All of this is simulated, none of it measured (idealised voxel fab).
process module | voxel released beams
cross-section cut | 180 nm wide | cells 5 nm
A cross-section is a grid of square cells, given in bands from the top down. A band is one or more rows of cells.
Each band's line starts with the height of the band's top and of its bottom, in nm. Then come its materials from left to right, each with its width in nm. One material with "throughout" fills the band from edge to edge. "air" is empty space.
Height 0 is the level under which the wafer as received is all one material. The lowest band goes on downwards, as in "0 down".
A width such as "30 to 40" changes by the same amount from each row of cells to the next, from the band's top row to its bottom row.
"no change" after a step means that no cell of the cross-section changed.
closed voids: empty space of 8 cells or more with no open way to the top, each as width x height at its distance from the left edge, in nm
after a step's settings: what the simulator itself notes on the step
overlay nm, on a step with a mask: how far to the right of its planned place the mask lay; to the left if negative
plan
1 op RECEIVE | material Si
2 op CONFORMAL_DEP | material Al2O3 | thk nm 5
3 op DIRECTIONAL_DEP | material SiO2 | thk nm 20
4 op MASKED_ETCH | tone open | mask id ANCHOR | width nm 40 | etch materials SiO2 | depth nm 20 | overlay nm 0
5 op CONFORMAL_DEP | material SiN | thk nm 15
6 op PATTERN | tone cover | mask id BEAM | material resist | width nm 105 | thk nm 15 | overlay nm 0
7 op DIRECTIONAL_ETCH | etch materials SiN | depth nm 15
8 op STRIP | etch materials resist
9 op STRIP | etch materials SiO2
as received, after step 1
  0 down: Si throughout
  closed voids: none
a wafer at the end: this start, this plan, one mistake
  35 to 25: air 35 | SiN 15 | air 20 | SiN 70 | air 40
  25 to 15: air 40 | SiN 10 | air 20 | SiN 10 | air 100
  15 to 5: air 40 | SiN 40 | air 100
  5 to 0: Al2O3 throughout
  0 down: Si throughout
  closed voids: none
what went wrong: step 5 ran as: op CONFORMAL_DEP | material SiN | thk nm 10
